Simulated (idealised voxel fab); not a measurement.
This section sets out a process module, namely voxel self aligned contacts.
Each square cell in cross-section cut measures 5 nm, and the section as a whole is 210 nm wide.
Square cells in a grid make up a cross-section in this document, and the grid is given as bands, listed from the top down, each one or more rows of cells.
This entry defines a band. It first specifies the height of the band's top and the height of its bottom in nm, and then specifies the band's materials from left to right, stating each material with its width in nm. The word "full width" identifies a single material that fills the band from edge to edge, while the word "empty" identifies empty space.
Below 0: as-received wafer, all one material; heights counted from there. Lowest band: no bottom, goes on down, written "0 -> down".
With a width like "30->40", each row of cells in the band differs from the next by the same amount, the top row carrying the first number and the bottom row the second.
What does "changes: none" mean for a step? It means no cell of the cross-section changed in that step.
In the "Encapsulated voids" entry, you get each enclosed empty space of 8 cells or more, one with no open way to the top, written width x height at distance, distance from the left edge, in nm.
Read whatever lies past the settings on a step's line as the simulator's own remark about the step.
On any step carrying a mask, the "overlay nm" setting, if present on the step's line, tells how far right of its planned place the mask lay; negative values point to the left.

## Steps planned for the process
1 RECEIVE: material Si
2 OXIDIZE: depth nm 5
3 DIRECTIONAL_DEP: material polySi, thk nm 20
4 DIRECTIONAL_DEP: material SiN, thk nm 15
5 MASKED_ETCH: tone cover, mask id GATE, width nm 35, pitch nm 65, etch materials SiN, depth nm 15, overlay nm 0
6 MASKED_ETCH: tone cover, mask id GATE, width nm 35, pitch nm 65, etch materials polySi, depth nm 20, overlay nm 0
7 CONFORMAL_DEP: material SiN, thk nm 5
8 DIRECTIONAL_ETCH: etch materials SiN, depth nm 5
9 FILL_DEP: material SiO2, thk nm 10
10 CMP: height nm 40
11 MASKED_ETCH: tone open, mask id CONTACT, width nm 50, etch materials SiO2, depth nm 45, overlay nm 0
12 CONFORMAL_DEP: material TiN, thk nm 5
13 FILL_DEP: material W, thk nm 10
14 CMP: height nm 40
15 CONFORMAL_DEP: material SiN, thk nm 5

## first wafer, as planned

## Wafer cross-section on receipt, i.e. after step 1
    0 -> down | Si full width
    Encapsulated voids: none

## Cross-section: wafer state after step 2
    0 -> -5 | SiO2 full width
    Whatever lies below -5 is exactly as it was before.

## Cross-section: wafer state after step 3
    20 -> 0 | polySi full width
    Whatever lies below 0 is exactly as it was before.

## Cross-section: wafer state after step 4
    35 -> 20 | SiN full width
    Whatever lies below 20 is exactly as it was before.

## Cross-section: wafer state after step 5
    35 -> 20 | empty=55; SiN=35; empty=30; SiN=35; empty=55
    Whatever lies below 20 is exactly as it was before.

## Cross-section: wafer state after step 6
    35 -> 20 | empty=55; SiN=35; empty=30; SiN=35; empty=55
    20 -> 0 | empty=55; polySi=35; empty=30; polySi=35; empty=55
    Whatever lies below 0 is exactly as it was before.

## Cross-section: wafer state after step 7
    40 -> 20 | empty=50; SiN=45; empty=20; SiN=45; empty=50
    20 -> 5 | empty=50; SiN=5; polySi=35; SiN=5; empty=20; SiN=5; polySi=35; SiN=5; empty=50
    5 -> 0 | SiN=55; polySi=35; SiN=30; polySi=35; SiN=55
    Whatever lies below 0 is exactly as it was before.

## Cross-section: wafer state after step 8
    35 -> 20 | empty=50; SiN=45; empty=20; SiN=45; empty=50
    20 -> 0 | empty=50; SiN=5; polySi=35; SiN=5; empty=20; SiN=5; polySi=35; SiN=5; empty=50
    Whatever lies below 0 is exactly as it was before.

## Cross-section: wafer state after step 9
    45 -> 35 | SiO2 full width
    35 -> 20 | SiO2=50; SiN=45; SiO2=20; SiN=45; SiO2=50
    20 -> 0 | SiO2=50; SiN=5; polySi=35; SiN=5; SiO2=20; SiN=5; polySi=35; SiN=5; SiO2=50
    Whatever lies below 0 is exactly as it was before.

## Cross-section: wafer state after step 10
    40 -> 35 | SiO2 full width
    Whatever lies below 35 is exactly as it was before.

## Cross-section: wafer state after step 11
    40 -> 35 | SiO2=80; empty=50; SiO2=80
    35 -> 20 | SiO2=50; SiN=45; empty=20; SiN=45; SiO2=50
    20 -> 0 | SiO2=50; SiN=5; polySi=35; SiN=5; empty=20; SiN=5; polySi=35; SiN=5; SiO2=50
    0 -> -5 | SiO2=95; empty=20; SiO2=95
    Whatever lies below -5 is exactly as it was before.

## Cross-section: wafer state after step 12
    45 -> 40 | TiN=85; empty=40; TiN=85
    40 -> 35 | SiO2=80; TiN=20; empty=10; TiN=20; SiO2=80
    35 -> 20 | SiO2=50; SiN=45; TiN=5; empty=10; TiN=5; SiN=45; SiO2=50
    20 -> 0 | SiO2=50; SiN=5; polySi=35; SiN=5; TiN=5; empty=10; TiN=5; SiN=5; polySi=35; SiN=5; SiO2=50
    0 -> -5 | SiO2=95; TiN=20; SiO2=95
    Whatever lies below -5 is exactly as it was before.

## Cross-section: wafer state after step 13
    55 -> 45 | W full width
    45 -> 40 | TiN=85; W=40; TiN=85
    40 -> 35 | SiO2=80; TiN=20; W=10; TiN=20; SiO2=80
    35 -> 20 | SiO2=50; SiN=45; TiN=5; W=10; TiN=5; SiN=45; SiO2=50
    20 -> 0 | SiO2=50; SiN=5; polySi=35; SiN=5; TiN=5; W=10; TiN=5; SiN=5; polySi=35; SiN=5; SiO2=50
    Whatever lies below 0 is exactly as it was before.

## Cross-section: wafer state after step 14
    40 -> 35 | SiO2=80; TiN=20; W=10; TiN=20; SiO2=80
    Whatever lies below 35 is exactly as it was before.

## Cross-section: wafer state after step 15
    45 -> 40 | SiN full width
    Whatever lies below 40 is exactly as it was before.

## Now the other wafer: same start, same recipe, but we messed up one thing when running it. Up to and including step 2 it's the same as the first one

## Second wafer, section view, time point: scheduled end of step 3
    40 -> 0 | polySi full width
    Whatever lies below 0 is exactly as it was before.

## Second wafer, section view, time point: scheduled end of step 4
    55 -> 40 | SiN full width
    Whatever lies below 40 is exactly as it was before.

## Second wafer, section view, time point: scheduled end of step 5
    55 -> 40 | empty=55; SiN=35; empty=30; SiN=35; empty=55
    Whatever lies below 40 is exactly as it was before.

## Second wafer, section view, time point: scheduled end of step 6
    55 -> 40 | empty=55; SiN=35; empty=30; SiN=35; empty=55
    40 -> 20 | empty=55; polySi=35; empty=30; polySi=35; empty=55
    Whatever lies below 20 is exactly as it was before.

## Second wafer, section view, time point: scheduled end of step 7
    60 -> 40 | empty=50; SiN=45; empty=20; SiN=45; empty=50
    40 -> 25 | empty=50; SiN=5; polySi=35; SiN=5; empty=20; SiN=5; polySi=35; SiN=5; empty=50
    25 -> 20 | SiN=55; polySi=35; SiN=30; polySi=35; SiN=55
    Whatever lies below 20 is exactly as it was before.

## Second wafer, section view, time point: scheduled end of step 8
    55 -> 40 | empty=50; SiN=45; empty=20; SiN=45; empty=50
    40 -> 20 | empty=50; SiN=5; polySi=35; SiN=5; empty=20; SiN=5; polySi=35; SiN=5; empty=50
    Whatever lies below 20 is exactly as it was before.

## Second wafer, section view, time point: scheduled end of step 9
    65 -> 55 | SiO2 full width
    55 -> 40 | SiO2=50; SiN=45; SiO2=20; SiN=45; SiO2=50
    40 -> 20 | SiO2=50; SiN=5; polySi=35; SiN=5; SiO2=20; SiN=5; polySi=35; SiN=5; SiO2=50
    Whatever lies below 20 is exactly as it was before.

## Second wafer, section view, time point: scheduled end of step 10
    40 -> 20 | SiO2=50; SiN=5; polySi=35; SiN=5; SiO2=20; SiN=5; polySi=35; SiN=5; SiO2=50
    Whatever lies below 20 is exactly as it was before.

## Second wafer, section view, time point: scheduled end of step 11
    40 -> 20 | SiO2=50; SiN=5; polySi=35; SiN=5; empty=20; SiN=5; polySi=35; SiN=5; SiO2=50
    Whatever lies below 20 is exactly as it was before.

## Second wafer, section view, time point: scheduled end of step 12
    45 -> 40 | TiN=100; empty=10; TiN=100
    40 -> 25 | SiO2=50; SiN=5; polySi=35; SiN=5; TiN=5; empty=10; TiN=5; SiN=5; polySi=35; SiN=5; SiO2=50
    25 -> 20 | SiO2=50; SiN=5; polySi=35; SiN=5; TiN=20; SiN=5; polySi=35; SiN=5; SiO2=50
    Whatever lies below 20 is exactly as it was before.

## Second wafer, section view, time point: scheduled end of step 13
    55 -> 45 | W full width
    45 -> 40 | TiN=100; W=10; TiN=100
    40 -> 25 | SiO2=50; SiN=5; polySi=35; SiN=5; TiN=5; W=10; TiN=5; SiN=5; polySi=35; SiN=5; SiO2=50
    Whatever lies below 25 is exactly as it was before.

## Second wafer, section view, time point: scheduled end of step 14
    40 -> 25 | SiO2=50; SiN=5; polySi=35; SiN=5; TiN=5; W=10; TiN=5; SiN=5; polySi=35; SiN=5; SiO2=50
    Whatever lies below 25 is exactly as it was before.

## Second wafer, section view, time point: scheduled end of step 15
    45 -> 40 | SiN full width
    Whatever lies below 40 is exactly as it was before.
Error vs. plan: heads up, step 3 of the plan got done twice
The second wafer ends with more or fewer cells of some materials than the first, per final count: SiN: 54 fewer, SiO2: 88 fewer, TiN: 16 fewer, W: 10 fewer, polySi: 168 more
